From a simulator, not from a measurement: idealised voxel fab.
process module | voxel transistor to metal
cross-section cut | 170 nm wide | cells 5 nm
A cross-section is a grid of square cells, given in bands from the top down. A band is one or more rows of cells.
Each band's line starts with the height of the band's top and of its bottom, in nm. Then come its materials from left to right, each with its width in nm. One material with "throughout" fills the band from edge to edge. "air" is empty space.
Height 0 is the level under which the wafer as received is all one material. The lowest band goes on downwards, as in "0 down".
A width such as "30 to 40" changes by the same amount from each row of cells to the next, from the band's top row to its bottom row.
"no change" after a step means that no cell of the cross-section changed.
closed voids: empty space of 8 cells or more with no open way to the top, each as width x height at its distance from the left edge, in nm
after a step's settings: what the simulator itself notes on the step
overlay nm, on a step with a mask: how far to the right of its planned place the mask lay; to the left if negative
Each pair below shows a cross-section before one step and the cross-section after it, down to the lowest band that changed. The line under each pair gives the step between them, with its settings. The pairs can come from different runs of this module on the same starting wafer, so a pair continues from the pair above only where its "before" says so.
before
  50 to 35: SiO2 throughout
  35 to 25: SiO2 55 | SiN 10 | SiO2 5 | SiCN 25 | SiO2 5 | SiN 10 | SiO2 60
  25 to 5: SiO2 55 | SiN 10 | SiO2 5 | polySi 25 | SiO2 5 | SiN 10 | SiO2 60
  5 to 0: SiO2 35 | SiN 10 | SiGe 10 | SiN 10 | SiO2 5 | polySi 25 | SiO2 5 | SiN 10 | SiGe 10 | SiN 10 | SiO2 40
  0 to -5: SiO2 45 | SiGe 10 | SiO2 55 | SiGe 10 | SiO2 50
  -5 to -15: SiO2 35 | Si 10 | SiGe 10 | Si 55 | SiGe 10 | Si 10 | SiO2 40
  -15 to -35: SiO2 35 | Si 95 | SiO2 40
  -35 down: Si throughout
  closed voids: none
after
  50 to 35: SiO2 40 | air 30 | SiO2 30 | air 30 | SiO2 40
  35 to 25: SiO2 40 | air 15 | SiN 10 | air 5 | SiCN 25 | SiO2 5 | SiN 10 | air 20 | SiO2 40
  25 to 5: SiO2 40 | air 15 | SiN 10 | air 5 | polySi 25 | SiO2 5 | SiN 10 | air 20 | SiO2 40
  below 5: unchanged
  closed voids: none
the step between: op MASKED_ETCH | tone open | mask id CONTACT | width nm 30 | pitch nm 60 | etch materials SiO2 | depth nm 45 | overlay nm 0
before: the cross-section after the pair above
after
  55 to 50: TiN 45 | air 20 | TiN 40 | air 20 | TiN 45
  50 to 40: SiO2 40 | TiN 5 | air 20 | TiN 5 | SiO2 30 | TiN 5 | air 20 | TiN 5 | SiO2 40
  40 to 35: SiO2 40 | TiN 5 | air 5 | TiN 20 | SiO2 30 | TiN 15 | air 10 | TiN 5 | SiO2 40
  35 to 25: SiO2 40 | TiN 5 | air 5 | TiN 5 | SiN 10 | TiN 5 | SiCN 25 | SiO2 5 | SiN 10 | TiN 5 | air 10 | TiN 5 | SiO2 40
  25 to 10: SiO2 40 | TiN 5 | air 5 | TiN 5 | SiN 10 | TiN 5 | polySi 25 | SiO2 5 | SiN 10 | TiN 5 | air 10 | TiN 5 | SiO2 40
  10 to 5: SiO2 40 | TiN 15 | SiN 10 | TiN 5 | polySi 25 | SiO2 5 | SiN 10 | TiN 20 | SiO2 40
  below 5: unchanged
  closed voids: none
the step between: op CONFORMAL_DEP | material TiN | thk nm 5
before: the cross-section after the pair above
after
  60 to 55: W throughout
  55 to 50: TiN 45 | W 20 | TiN 40 | W 20 | TiN 45
  50 to 40: SiO2 40 | TiN 5 | W 20 | TiN 5 | SiO2 30 | TiN 5 | W 20 | TiN 5 | SiO2 40
  40 to 35: SiO2 40 | TiN 5 | W 5 | TiN 20 | SiO2 30 | TiN 15 | W 10 | TiN 5 | SiO2 40
  35 to 25: SiO2 40 | TiN 5 | W 5 | TiN 5 | SiN 10 | TiN 5 | SiCN 25 | SiO2 5 | SiN 10 | TiN 5 | W 10 | TiN 5 | SiO2 40
  25 to 10: SiO2 40 | TiN 5 | W 5 | TiN 5 | SiN 10 | TiN 5 | polySi 25 | SiO2 5 | SiN 10 | TiN 5 | W 10 | TiN 5 | SiO2 40
  below 10: unchanged
  closed voids: none
the step between: op FILL_DEP | material W | thk nm 5
before: the cross-section after the pair above
after
  50 to 40: SiO2 40 | TiN 5 | W 20 | TiN 5 | SiO2 30 | TiN 5 | W 20 | TiN 5 | SiO2 40
  below 40: unchanged
  closed voids: none
the step between: op CMP | height nm 50
before: the cross-section after the pair above
after
  55 to 50: TiN throughout
  below 50: unchanged
  closed voids: none
the step between: op DIRECTIONAL_DEP | material TiN | thk nm 5
before: the cross-section after the pair above
after
  80 to 55: Ru throughout
  below 55: unchanged
  closed voids: none
the step between: op DIRECTIONAL_DEP | material Ru | thk nm 25
before: the cross-section after the pair above
after
  95 to 80: air 40 | resist 15 | air 55 | resist 15 | air 45
  below 80: unchanged
  closed voids: none
the step between: op PATTERN | tone cover | mask id METAL_1 | material resist | width nm 15 | pitch nm 70 | thk nm 15 | overlay nm 0
before: the cross-section after the pair above
after
  95 to 80: air 40 | resist 15 | air 55 | resist 15 | air 45
  80 to 55: air 40 | Ru 15 | air 55 | Ru 15 | air 45
  below 55: unchanged
  closed voids: none
the step between: op DIRECTIONAL_ETCH | etch materials Ru | depth nm 25
before: the cross-section after the pair above
after
  95 to 80: air 40 | resist 15 | air 55 | resist 15 | air 45
  80 to 55: air 40 | Ru 15 | air 55 | Ru 15 | air 45
  55 to 50: air 40 | TiN 15 | air 55 | TiN 15 | air 45
  below 50: unchanged
  closed voids: none
the step between: op DIRECTIONAL_ETCH | etch materials TiN | depth nm 5
before: the cross-section after the pair above
after
  80 to 55: air 40 | Ru 15 | air 55 | Ru 15 | air 45
  below 55: unchanged
  closed voids: none
the step between: op STRIP | etch materials resist
before: the cross-section after the pair above
after
  85 to 80: SiO2 throughout
  80 to 55: SiO2 40 | Ru 15 | SiO2 55 | Ru 15 | SiO2 45
  55 to 50: SiO2 40 | TiN 15 | SiO2 55 | TiN 15 | SiO2 45
  below 50: unchanged
  closed voids: none
the step between: op FILL_DEP | material SiO2 | thk nm 5
before: the cross-section after the pair above
after
  80 to 55: SiO2 40 | Ru 15 | SiO2 55 | Ru 15 | SiO2 45
  below 55: unchanged
  closed voids: none
the step between: op CMP | height nm 80
before: the cross-section after the pair above
after
  85 to 80: SiCN throughout
  below 80: unchanged
  closed voids: none
the step between: op CONFORMAL_DEP | material SiCN | thk nm 5
before: the cross-section after the pair above
after
  110 to 85: SiO2 throughout
  below 85: unchanged
  closed voids: none
the step between: op DIRECTIONAL_DEP | material SiO2 | thk nm 25
before: the cross-section after the pair above
after
  130 to 110: resist 40 | air 15 | resist 55 | air 15 | resist 45
  below 110: unchanged
  closed voids: none
the step between: op PATTERN | tone open | mask id METAL_2 | material resist | width nm 15 | pitch nm 70 | thk nm 20 | overlay nm 0
before: the cross-section after the pair above
after
  130 to 110: resist 40 | air 15 | resist 55 | air 15 | resist 45
  110 to 95: SiO2 40 | air 15 | SiO2 55 | air 15 | SiO2 45
  below 95: unchanged
  closed voids: none
the step between: op DIRECTIONAL_ETCH | etch materials SiO2 | depth nm 15
before: the cross-section after the pair above
after
  110 to 95: SiO2 40 | air 15 | SiO2 55 | air 15 | SiO2 45
  below 95: unchanged
  closed voids: none
the step between: op STRIP | etch materials resist
before: the cross-section after the pair above
after
  120 to 110: aC 40 | air 15 | aC 55 | air 15 | aC 45
  110 to 105: SiO2 40 | air 15 | SiO2 55 | air 15 | SiO2 45
  105 to 95: SiO2 40 | aC 15 | SiO2 55 | aC 15 | SiO2 45
  below 95: unchanged
  closed voids: none
the step between: op DIRECTIONAL_DEP | material aC | thk nm 10
before: the cross-section after the pair above
after
  150 to 120: resist 40 | air 15 | resist 55 | air 15 | resist 45
  below 120: unchanged
  closed voids: none
the step between: op PATTERN | tone open | mask id METAL_2_HOLES | material resist | width nm 15 | pitch nm 70 | thk nm 30 | overlay nm 0
before: the cross-section after the pair above
after
  140 to 120: resist 40 | air 15 | resist 55 | air 15 | resist 45
  120 to 110: aC 40 | air 15 | aC 55 | air 15 | aC 45
  110 to 95: SiO2 40 | air 15 | SiO2 55 | air 15 | SiO2 45
  below 95: unchanged
  closed voids: none
the step between: op DIRECTIONAL_ETCH | etch materials aC | depth nm 10
before: the cross-section after the pair above
after
  120 to 110: aC 40 | air 15 | aC 55 | air 15 | aC 45
  below 110: unchanged
  closed voids: none
the step between: op STRIP | etch materials resist
before: the cross-section after the pair above
after
  120 to 110: aC 40 | air 15 | aC 55 | air 15 | aC 45
  110 to 85: SiO2 40 | air 15 | SiO2 55 | air 15 | SiO2 45
  below 85: unchanged
  closed voids: none
the step between: op DIRECTIONAL_ETCH | etch materials SiO2 | depth nm 10
before: the cross-section after the pair above
after
  120 to 110: aC 40 | air 15 | aC 55 | air 15 | aC 45
  110 to 85: SiO2 40 | air 15 | SiO2 55 | air 15 | SiO2 45
  85 to 80: SiCN 40 | air 15 | SiCN 55 | air 15 | SiCN 45
  below 80: unchanged
  closed voids: none
the step between: op DIRECTIONAL_ETCH | etch materials SiCN | depth nm 5
before: the cross-section after the pair above
after
  110 to 85: SiO2 40 | air 15 | SiO2 55 | air 15 | SiO2 45
  below 85: unchanged
  closed voids: none
the step between: op STRIP | etch materials aC
before: the cross-section after the pair above
after
  115 to 110: TiN 45 | air 5 | TiN 65 | air 5 | TiN 50
  110 to 85: SiO2 40 | TiN 5 | air 5 | TiN 5 | SiO2 55 | TiN 5 | air 5 | TiN 5 | SiO2 45
  85 to 80: SiCN 40 | TiN 15 | SiCN 55 | TiN 15 | SiCN 45
  below 80: unchanged
  closed voids: none
the step between: op CONFORMAL_DEP | material TiN | thk nm 5
before: the cross-section after the pair above
after
  125 to 115: Ru throughout
  115 to 110: TiN 45 | Ru 5 | TiN 65 | Ru 5 | TiN 50
  110 to 85: SiO2 40 | TiN 5 | Ru 5 | TiN 5 | SiO2 55 | TiN 5 | Ru 5 | TiN 5 | SiO2 45
  below 85: unchanged
  closed voids: none
the step between: op FILL_DEP | material Ru | thk nm 10
before: the cross-section after the pair above
after
  110 to 85: SiO2 40 | TiN 5 | Ru 5 | TiN 5 | SiO2 55 | TiN 5 | Ru 5 | TiN 5 | SiO2 45
  below 85: unchanged
  closed voids: none
the step between: op CMP | height nm 110
before: the cross-section after the pair above
after
  115 to 110: SiN throughout
  below 110: unchanged
  closed voids: none
the step between: op CONFORMAL_DEP | material SiN | thk nm 5
before
  110 to 85: SiO2 throughout
  85 to 80: SiCN throughout
  80 to 55: SiO2 40 | Ru 15 | SiO2 55 | Ru 15 | SiO2 45
  55 to 50: SiO2 40 | TiN 15 | SiO2 55 | TiN 15 | SiO2 45
  50 to 40: SiO2 40 | TiN 5 | W 15 | TiN 5 | SiO2 35 | TiN 5 | W 15 | TiN 5 | SiO2 45
  40 to 35: SiO2 40 | TiN 5 | W 5 | TiN 15 | SiO2 35 | TiN 15 | W 5 | TiN 5 | SiO2 45
  35 to 25: SiO2 40 | TiN 5 | W 5 | TiN 5 | SiN 10 | SiO2 5 | SiCN 25 | SiO2 5 | SiN 10 | TiN 5 | W 5 | TiN 5 | SiO2 45
  25 to 10: SiO2 40 | TiN 5 | W 5 | TiN 5 | SiN 10 | SiO2 5 | polySi 25 | SiO2 5 | SiN 10 | TiN 5 | W 5 | TiN 5 | SiO2 45
  10 to 5: SiO2 40 | TiN 15 | SiN 10 | SiO2 5 | polySi 25 | SiO2 5 | SiN 10 | TiN 15 | SiO2 45
  5 to 0: SiO2 35 | SiN 10 | SiGe 10 | SiN 10 | SiO2 5 | polySi 25 | SiO2 5 | SiN 10 | SiGe 10 | SiN 10 | SiO2 40
  0 to -5: SiO2 45 | SiGe 10 | SiO2 55 | SiGe 10 | SiO2 50
  -5 to -15: SiO2 35 | Si 10 | SiGe 10 | Si 55 | SiGe 10 | Si 10 | SiO2 40
  -15 to -35: SiO2 35 | Si 95 | SiO2 40
  -35 down: Si throughout
  closed voids: none
after
  130 to 110: resist 45 | air 15 | resist 55 | air 15 | resist 40
  below 110: unchanged
  closed voids: none
the step between: op PATTERN | tone open | mask id METAL_2 | material resist | width nm 15 | pitch nm 70 | thk nm 20 | overlay nm 5
before: the cross-section after the pair above
after
  130 to 110: resist 45 | air 15 | resist 55 | air 15 | resist 40
  110 to 95: SiO2 45 | air 15 | SiO2 55 | air 15 | SiO2 40
  below 95: unchanged
  closed voids: none
the step between: op DIRECTIONAL_ETCH | etch materials SiO2 | depth nm 15
before: the cross-section after the pair above
after
  110 to 95: SiO2 45 | air 15 | SiO2 55 | air 15 | SiO2 40
  below 95: unchanged
  closed voids: none
the step between: op STRIP | etch materials resist
before: the cross-section after the pair above
after
  120 to 110: aC 45 | air 15 | aC 55 | air 15 | aC 40
  110 to 105: SiO2 45 | air 15 | SiO2 55 | air 15 | SiO2 40
  105 to 95: SiO2 45 | aC 15 | SiO2 55 | aC 15 | SiO2 40
  below 95: unchanged
  closed voids: none
the step between: op DIRECTIONAL_DEP | material aC | thk nm 10
before: the cross-section after the pair above
after
  150 to 120: resist 40 | air 15 | resist 55 | air 15 | resist 45
  120 to 110: aC 45 | air 10 | resist 5 | aC 55 | air 10 | resist 5 | aC 40
  110 to 105: SiO2 45 | air 10 | resist 5 | SiO2 55 | air 10 | resist 5 | SiO2 40
  below 105: unchanged
  closed voids: none
the step between: op PATTERN | tone open | mask id METAL_2_HOLES | material resist | width nm 15 | pitch nm 70 | thk nm 30 | overlay nm 0
before: the cross-section after the pair above
after
  140 to 120: resist 40 | air 15 | resist 55 | air 15 | resist 45
  120 to 110: aC 40 | air 15 | resist 5 | aC 50 | air 15 | resist 5 | aC 40
  110 to 105: SiO2 45 | air 10 | resist 5 | SiO2 55 | air 10 | resist 5 | SiO2 40
  105 to 95: SiO2 45 | air 10 | aC 5 | SiO2 55 | air 10 | aC 5 | SiO2 40
  below 95: unchanged
  closed voids: none
the step between: op DIRECTIONAL_ETCH | etch materials aC | depth nm 10
before: the cross-section after the pair above
after
  120 to 110: aC 40 | air 20 | aC 50 | air 20 | aC 40
  110 to 105: SiO2 45 | air 15 | SiO2 55 | air 15 | SiO2 40
  below 105: unchanged
  closed voids: none
the step between: op STRIP | etch materials resist
before: the cross-section after the pair above
after
  120 to 110: aC 40 | air 20 | aC 50 | air 20 | aC 40
  110 to 105: SiO2 40 | air 20 | SiO2 50 | air 20 | SiO2 40
  105 to 95: SiO2 40 to 45 | air 15 to 10 | aC 5 | SiO2 50 to 55 | air 15 to 10 | aC 5 | SiO2 40
  95 to 85: SiO2 45 | air 10 | SiO2 60 | air 10 | SiO2 45
  below 85: unchanged
  closed voids: none
the step between: op DIRECTIONAL_ETCH | etch materials SiO2 | depth nm 10
before: the cross-section after the pair above
after
  120 to 110: aC 40 | air 20 | aC 50 | air 20 | aC 40
  110 to 105: SiO2 40 | air 20 | SiO2 50 | air 20 | SiO2 40
  105 to 95: SiO2 40 to 45 | air 15 to 10 | aC 5 | SiO2 50 to 55 | air 15 to 10 | aC 5 | SiO2 40
  95 to 85: SiO2 45 | air 10 | SiO2 60 | air 10 | SiO2 45
  85 to 80: SiCN 45 | air 10 | SiCN 60 | air 10 | SiCN 45
  below 80: unchanged
  closed voids: none
the step between: op DIRECTIONAL_ETCH | etch materials SiCN | depth nm 5
before: the cross-section after the pair above
after
  110 to 100: SiO2 40 | air 20 | SiO2 50 | air 20 | SiO2 40
  100 to 95: SiO2 45 | air 15 | SiO2 55 | air 15 | SiO2 40
  below 95: unchanged
  closed voids: none
the step between: op STRIP | etch materials aC
before: the cross-section after the pair above
after
  115 to 110: TiN 45 | air 10 | TiN 60 | air 10 | TiN 45
  110 to 100: SiO2 40 | TiN 5 to 10 | air 10 to 5 | TiN 5 | SiO2 50 | TiN 5 to 10 | air 10 to 5 | TiN 5 | SiO2 40
  100 to 95: SiO2 45 | TiN 15 | SiO2 55 | TiN 15 | SiO2 40
  95 to 85: SiO2 45 | TiN 10 | SiO2 60 | TiN 10 | SiO2 45
  85 to 80: SiCN 45 | TiN 10 | SiCN 60 | TiN 10 | SiCN 45
  below 80: unchanged
  closed voids: none
the step between: op CONFORMAL_DEP | material TiN | thk nm 5
before: the cross-section after the pair above
after
  125 to 115: Ru throughout
  115 to 110: TiN 45 | Ru 10 | TiN 60 | Ru 10 | TiN 45
  110 to 100: SiO2 40 | TiN 5 to 10 | Ru 10 to 5 | TiN 5 | SiO2 50 | TiN 5 to 10 | Ru 10 to 5 | TiN 5 | SiO2 40
  below 100: unchanged
  closed voids: none
the step between: op FILL_DEP | material Ru | thk nm 10
before: the cross-section after the pair above
after
  110 to 100: SiO2 40 | TiN 5 to 10 | Ru 10 to 5 | TiN 5 | SiO2 50 | TiN 5 to 10 | Ru 10 to 5 | TiN 5 | SiO2 40
  below 100: unchanged
  closed voids: none
the step between: op CMP | height nm 110
before: the cross-section after the pair above
after
  115 to 110: SiN throughout
  below 110: unchanged
  closed voids: none
the step between: op CONFORMAL_DEP | material SiN | thk nm 5
before
  55 to 50: TiN 45 | air 15 | TiN 45 | air 15 | TiN 50
  50 to 40: SiO2 40 | TiN 5 | air 15 | TiN 5 | SiO2 35 | TiN 5 | air 15 | TiN 5 | SiO2 45
  40 to 35: SiO2 40 | TiN 5 | air 5 | TiN 15 | SiO2 35 | TiN 15 | air 5 | TiN 5 | SiO2 45
  35 to 25: SiO2 40 | TiN 5 | air 5 | TiN 5 | SiN 10 | SiO2 5 | SiCN 25 | SiO2 5 | SiN 10 | TiN 5 | air 5 | TiN 5 | SiO2 45
  25 to 10: SiO2 40 | TiN 5 | air 5 | TiN 5 | SiN 10 | SiO2 5 | polySi 25 | SiO2 5 | SiN 10 | TiN 5 | air 5 | TiN 5 | SiO2 45
  10 to 5: SiO2 40 | TiN 15 | SiN 10 | SiO2 5 | polySi 25 | SiO2 5 | SiN 10 | TiN 15 | SiO2 45
  5 to 0: SiO2 35 | SiN 10 | SiGe 10 | SiN 10 | SiO2 5 | polySi 25 | SiO2 5 | SiN 10 | SiGe 10 | SiN 10 | SiO2 40
  0 to -5: SiO2 45 | SiGe 10 | SiO2 55 | SiGe 10 | SiO2 50
  -5 to -15: SiO2 35 | Si 10 | SiGe 10 | Si 55 | SiGe 10 | Si 10 | SiO2 40
  -15 to -35: SiO2 35 | Si 95 | SiO2 40
  -35 down: Si throughout
  closed voids: none
after
  60 to 55: aC throughout
  55 to 50: TiN 45 | aC 15 | TiN 45 | aC 15 | TiN 50
  50 to 40: SiO2 40 | TiN 5 | aC 15 | TiN 5 | SiO2 35 | TiN 5 | aC 15 | TiN 5 | SiO2 45
  40 to 35: SiO2 40 | TiN 5 | aC 5 | TiN 15 | SiO2 35 | TiN 15 | aC 5 | TiN 5 | SiO2 45
  35 to 25: SiO2 40 | TiN 5 | aC 5 | TiN 5 | SiN 10 | SiO2 5 | SiCN 25 | SiO2 5 | SiN 10 | TiN 5 | aC 5 | TiN 5 | SiO2 45
  25 to 10: SiO2 40 | TiN 5 | aC 5 | TiN 5 | SiN 10 | SiO2 5 | polySi 25 | SiO2 5 | SiN 10 | TiN 5 | aC 5 | TiN 5 | SiO2 45
  below 10: unchanged
  closed voids: none
the step between: op FILL_DEP | material aC | thk nm 5
before: the cross-section after the pair above
after
  50 to 40: SiO2 40 | TiN 5 | aC 15 | TiN 5 | SiO2 35 | TiN 5 | aC 15 | TiN 5 | SiO2 45
  below 40: unchanged
  closed voids: none
the step between: op CMP | height nm 50
before: the cross-section after the pair above
after
  55 to 50: TiN throughout
  below 50: unchanged
  closed voids: none
the step between: op DIRECTIONAL_DEP | material TiN | thk nm 5
before: the cross-section after the pair above
after
  80 to 55: Ru throughout
  below 55: unchanged
  closed voids: none
the step between: op DIRECTIONAL_DEP | material Ru | thk nm 25
before: the cross-section after the pair above
after
  95 to 80: air 40 | resist 15 | air 55 | resist 15 | air 45
  below 80: unchanged
  closed voids: none
the step between: op PATTERN | tone cover | mask id METAL_1 | material resist | width nm 15 | pitch nm 70 | thk nm 15 | overlay nm 0
before: the cross-section after the pair above
after
  95 to 80: air 40 | resist 15 | air 55 | resist 15 | air 45
  80 to 55: air 40 | Ru 15 | air 55 | Ru 15 | air 45
  below 55: unchanged
  closed voids: none
the step between: op DIRECTIONAL_ETCH | etch materials Ru | depth nm 25
before: the cross-section after the pair above
after
  95 to 80: air 40 | resist 15 | air 55 | resist 15 | air 45
  80 to 55: air 40 | Ru 15 | air 55 | Ru 15 | air 45
  55 to 50: air 40 | TiN 15 | air 55 | TiN 15 | air 45
  below 50: unchanged
  closed voids: none
the step between: op DIRECTIONAL_ETCH | etch materials TiN | depth nm 5
before: the cross-section after the pair above
after
  80 to 55: air 40 | Ru 15 | air 55 | Ru 15 | air 45
  below 55: unchanged
  closed voids: none
the step between: op STRIP | etch materials resist
before: the cross-section after the pair above
after
  85 to 80: SiO2 throughout
  80 to 55: SiO2 40 | Ru 15 | SiO2 55 | Ru 15 | SiO2 45
  55 to 50: SiO2 40 | TiN 15 | SiO2 55 | TiN 15 | SiO2 45
  below 50: unchanged
  closed voids: none
the step between: op FILL_DEP | material SiO2 | thk nm 5
before: the cross-section after the pair above
after
  80 to 55: SiO2 40 | Ru 15 | SiO2 55 | Ru 15 | SiO2 45
  below 55: unchanged
  closed voids: none
the step between: op CMP | height nm 80
before: the cross-section after the pair above
after
  85 to 80: SiCN throughout
  below 80: unchanged
  closed voids: none
the step between: op CONFORMAL_DEP | material SiCN | thk nm 5
before: the cross-section after the pair above
after
  110 to 85: SiO2 throughout
  below 85: unchanged
  closed voids: none
the step between: op DIRECTIONAL_DEP | material SiO2 | thk nm 25
before: the cross-section after the pair above
after
  130 to 110: resist 40 | air 15 | resist 55 | air 15 | resist 45
  below 110: unchanged
  closed voids: none
the step between: op PATTERN | tone open | mask id METAL_2 | material resist | width nm 15 | pitch nm 70 | thk nm 20 | overlay nm 0
before: the cross-section after the pair above
after
  130 to 110: resist 40 | air 15 | resist 55 | air 15 | resist 45
  110 to 95: SiO2 40 | air 15 | SiO2 55 | air 15 | SiO2 45
  below 95: unchanged
  closed voids: none
the step between: op DIRECTIONAL_ETCH | etch materials SiO2 | depth nm 15
before: the cross-section after the pair above
after
  110 to 95: SiO2 40 | air 15 | SiO2 55 | air 15 | SiO2 45
  below 95: unchanged
  closed voids: none
the step between: op STRIP | etch materials resist
before: the cross-section after the pair above
after
  120 to 110: aC 40 | air 15 | aC 55 | air 15 | aC 45
  110 to 105: SiO2 40 | air 15 | SiO2 55 | air 15 | SiO2 45
  105 to 95: SiO2 40 | aC 15 | SiO2 55 | aC 15 | SiO2 45
  below 95: unchanged
  closed voids: none
the step between: op DIRECTIONAL_DEP | material aC | thk nm 10
before: the cross-section after the pair above
after
  150 to 120: resist 40 | air 15 | resist 55 | air 15 | resist 45
  below 120: unchanged
  closed voids: none
the step between: op PATTERN | tone open | mask id METAL_2_HOLES | material resist | width nm 15 | pitch nm 70 | thk nm 30 | overlay nm 0
before: the cross-section after the pair above
after
  140 to 120: resist 40 | air 15 | resist 55 | air 15 | resist 45
  120 to 110: aC 40 | air 15 | aC 55 | air 15 | aC 45
  110 to 95: SiO2 40 | air 15 | SiO2 55 | air 15 | SiO2 45
  below 95: unchanged
  closed voids: none
the step between: op DIRECTIONAL_ETCH | etch materials aC | depth nm 10
before: the cross-section after the pair above
after
  120 to 110: aC 40 | air 15 | aC 55 | air 15 | aC 45
  below 110: unchanged
  closed voids: none
the step between: op STRIP | etch materials resist
before: the cross-section after the pair above
after
  120 to 110: aC 40 | air 15 | aC 55 | air 15 | aC 45
  110 to 85: SiO2 40 | air 15 | SiO2 55 | air 15 | SiO2 45
  below 85: unchanged
  closed voids: none
the step between: op DIRECTIONAL_ETCH | etch materials SiO2 | depth nm 10
before: the cross-section after the pair above
after
  120 to 110: aC 40 | air 15 | aC 55 | air 15 | aC 45
  110 to 85: SiO2 40 | air 15 | SiO2 55 | air 15 | SiO2 45
  85 to 80: SiCN 40 | air 15 | SiCN 55 | air 15 | SiCN 45
  below 80: unchanged
  closed voids: none
the step between: op DIRECTIONAL_ETCH | etch materials SiCN | depth nm 5
before: the cross-section after the pair above
after
  110 to 85: SiO2 40 | air 15 | SiO2 55 | air 15 | SiO2 45
  below 85: unchanged
  closed voids: none
the step between: op STRIP | etch materials aC
before: the cross-section after the pair above
after
  115 to 110: TiN 45 | air 5 | TiN 65 | air 5 | TiN 50
  110 to 85: SiO2 40 | TiN 5 | air 5 | TiN 5 | SiO2 55 | TiN 5 | air 5 | TiN 5 | SiO2 45
  85 to 80: SiCN 40 | TiN 15 | SiCN 55 | TiN 15 | SiCN 45
  below 80: unchanged
  closed voids: none
the step between: op CONFORMAL_DEP | material TiN | thk nm 5
before: the cross-section after the pair above
after
  125 to 115: Ru throughout
  115 to 110: TiN 45 | Ru 5 | TiN 65 | Ru 5 | TiN 50
  110 to 85: SiO2 40 | TiN 5 | Ru 5 | TiN 5 | SiO2 55 | TiN 5 | Ru 5 | TiN 5 | SiO2 45
  below 85: unchanged
  closed voids: none
the step between: op FILL_DEP | material Ru | thk nm 10
before: the cross-section after the pair above
after
  110 to 85: SiO2 40 | TiN 5 | Ru 5 | TiN 5 | SiO2 55 | TiN 5 | Ru 5 | TiN 5 | SiO2 45
  below 85: unchanged
  closed voids: none
the step between: op CMP | height nm 110
before: the cross-section after the pair above
after
  115 to 110: SiN throughout
  below 110: unchanged
  closed voids: none
the step between: op CONFORMAL_DEP | material SiN | thk nm 5
before
  80 to 55: Ru throughout
  55 to 50: TiN throughout
  50 to 40: SiO2 40 | TiN 5 | W 15 | TiN 5 | SiO2 35 | TiN 5 | W 15 | TiN 5 | SiO2 45
  40 to 35: SiO2 40 | TiN 5 | W 5 | TiN 15 | SiO2 35 | TiN 15 | W 5 | TiN 5 | SiO2 45
  35 to 25: SiO2 40 | TiN 5 | W 5 | TiN 5 | SiN 10 | SiO2 5 | SiCN 25 | SiO2 5 | SiN 10 | TiN 5 | W 5 | TiN 5 | SiO2 45
  25 to 10: SiO2 40 | TiN 5 | W 5 | TiN 5 | SiN 10 | SiO2 5 | polySi 25 | SiO2 5 | SiN 10 | TiN 5 | W 5 | TiN 5 | SiO2 45
  10 to 5: SiO2 40 | TiN 15 | SiN 10 | SiO2 5 | polySi 25 | SiO2 5 | SiN 10 | TiN 15 | SiO2 45
  5 to 0: SiO2 35 | SiN 10 | SiGe 10 | SiN 10 | SiO2 5 | polySi 25 | SiO2 5 | SiN 10 | SiGe 10 | SiN 10 | SiO2 40
  0 to -5: SiO2 45 | SiGe 10 | SiO2 55 | SiGe 10 | SiO2 50
  -5 to -15: SiO2 35 | Si 10 | SiGe 10 | Si 55 | SiGe 10 | Si 10 | SiO2 40
  -15 to -35: SiO2 35 | Si 95 | SiO2 40
  -35 down: Si throughout
  closed voids: none
after
  95 to 80: resist 40 | air 15 | resist 55 | air 15 | resist 45
  below 80: unchanged
  closed voids: none
the step between: op PATTERN | tone open | mask id METAL_1 | material resist | width nm 15 | pitch nm 70 | thk nm 15 | overlay nm 0
before: the cross-section after the pair above
after
  95 to 80: resist 40 | air 15 | resist 55 | air 15 | resist 45
  80 to 55: Ru 40 | air 15 | Ru 55 | air 15 | Ru 45
  below 55: unchanged
  closed voids: none
the step between: op DIRECTIONAL_ETCH | etch materials Ru | depth nm 25
before: the cross-section after the pair above
after
  95 to 80: resist 40 | air 15 | resist 55 | air 15 | resist 45
  80 to 55: Ru 40 | air 15 | Ru 55 | air 15 | Ru 45
  55 to 50: TiN 40 | air 15 | TiN 55 | air 15 | TiN 45
  below 50: unchanged
  closed voids: none
the step between: op DIRECTIONAL_ETCH | etch materials TiN | depth nm 5
before: the cross-section after the pair above
after
  80 to 55: Ru 40 | air 15 | Ru 55 | air 15 | Ru 45
  below 55: unchanged
  closed voids: none
the step between: op STRIP | etch materials resist
before: the cross-section after the pair above
after
  85 to 80: SiO2 throughout
  80 to 55: Ru 40 | SiO2 15 | Ru 55 | SiO2 15 | Ru 45
  55 to 50: TiN 40 | SiO2 15 | TiN 55 | SiO2 15 | TiN 45
  below 50: unchanged
  closed voids: none
the step between: op FILL_DEP | material SiO2 | thk nm 5
before: the cross-section after the pair above
after
  80 to 55: Ru 40 | SiO2 15 | Ru 55 | SiO2 15 | Ru 45
  below 55: unchanged
  closed voids: none
the step between: op CMP | height nm 80
before: the cross-section after the pair above
after
  85 to 80: SiCN throughout
  below 80: unchanged
  closed voids: none
the step between: op CONFORMAL_DEP | material SiCN | thk nm 5
before: the cross-section after the pair above
after
  110 to 85: SiO2 throughout
  below 85: unchanged
  closed voids: none
the step between: op DIRECTIONAL_DEP | material SiO2 | thk nm 25
before: the cross-section after the pair above
after
  130 to 110: resist 40 | air 15 | resist 55 | air 15 | resist 45
  below 110: unchanged
  closed voids: none
the step between: op PATTERN | tone open | mask id METAL_2 | material resist | width nm 15 | pitch nm 70 | thk nm 20 | overlay nm 0
before: the cross-section after the pair above
after
  130 to 110: resist 40 | air 15 | resist 55 | air 15 | resist 45
  110 to 95: SiO2 40 | air 15 | SiO2 55 | air 15 | SiO2 45
  below 95: unchanged
  closed voids: none
the step between: op DIRECTIONAL_ETCH | etch materials SiO2 | depth nm 15
before: the cross-section after the pair above
after
  110 to 95: SiO2 40 | air 15 | SiO2 55 | air 15 | SiO2 45
  below 95: unchanged
  closed voids: none
the step between: op STRIP | etch materials resist
before: the cross-section after the pair above
after
  120 to 110: aC 40 | air 15 | aC 55 | air 15 | aC 45
  110 to 105: SiO2 40 | air 15 | SiO2 55 | air 15 | SiO2 45
  105 to 95: SiO2 40 | aC 15 | SiO2 55 | aC 15 | SiO2 45
  below 95: unchanged
  closed voids: none
the step between: op DIRECTIONAL_DEP | material aC | thk nm 10
before: the cross-section after the pair above
after
  150 to 120: resist 40 | air 15 | resist 55 | air 15 | resist 45
  below 120: unchanged
  closed voids: none
the step between: op PATTERN | tone open | mask id METAL_2_HOLES | material resist | width nm 15 | pitch nm 70 | thk nm 30 | overlay nm 0
before: the cross-section after the pair above
after
  140 to 120: resist 40 | air 15 | resist 55 | air 15 | resist 45
  120 to 110: aC 40 | air 15 | aC 55 | air 15 | aC 45
  110 to 95: SiO2 40 | air 15 | SiO2 55 | air 15 | SiO2 45
  below 95: unchanged
  closed voids: none
the step between: op DIRECTIONAL_ETCH | etch materials aC | depth nm 10
before: the cross-section after the pair above
after
  120 to 110: aC 40 | air 15 | aC 55 | air 15 | aC 45
  below 110: unchanged
  closed voids: none
the step between: op STRIP | etch materials resist
